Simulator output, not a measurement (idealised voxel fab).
Process module heading - voxel tone inversion
Square cell edge 5 nm, section width 160 nm, ID cut.
The cross-sections in this document take the form of a grid made of square cells. They are written out as bands, in order from top to bottom. Each band consists of one or more rows of cells. Band entry format. Leading values: height of top, height of bottom, nm. Remainder: materials in left-to-right order, each with its width in nm. Special words: "throughout" on a single material, which then fills the band edge to edge; "empty", empty space. Heights from 0 (as-received wafer is one material below). Bottom band endless downward, as "top 0, no bottom". Think of "30->40" as a width that walks from the first number to the second as you go down the band, top row to bottom row, taking equal-sized steps from row to row. Basically "no alterations made" means that step didn't change any cell in the cross-section. "Enclosed cavity list" contains a list of empty spaces, each no smaller than 8 cells and without an open way to the top, written in the form width x height at distance with the distance from the left edge and all three in nm. Read whatever lies past the settings on a step's line as the simulator's own remark about the step. overlay nm: mask right of planned place by this much (step with mask). Neg. = left.

### Steps in the process plan
- 1: RECEIVE, material Si
- 2: CONFORMAL_DEP, material SiCN, thk nm 5
- 3: DIRECTIONAL_DEP, material aC, thk nm 25
- 4: PATTERN, tone cover, mask id POSTS, material resist, width nm 25, pitch nm 40, thk nm 30, overlay nm 0
- 5: DIRECTIONAL_ETCH, etch materials aC, depth nm 25
- 6: STRIP, etch materials resist
- 7: FILL_DEP, material SiO2, thk nm 5
- 8: CMP, height nm 30
- 9: STRIP, etch materials aC

### Shown in cross-section is the wafer as received, that is, as it stands after step 1
  top 0, no bottom = Si throughout
  Enclosed cavity list: none

### Figure: cross-sectional view of the wafer upon completion of the module, processed from the initial state and according to the plan depicted above, with one error introduced during execution
  top 30, bottom 5 = 30 nm SiO2  15 nm empty  25 nm SiO2  15 nm empty  25 nm SiO2  15 nm empty  35 nm SiO2
  top 5, bottom 0 = SiCN throughout
  top 0, no bottom = Si throughout
  Enclosed cavity list: none
What was done differently from what was planned? off-plan run, step 4, actual operation and settings PATTERN, tone cover, mask id POSTS, material resist, width nm 15, pitch nm 40, thk nm 30, overlay nm 0
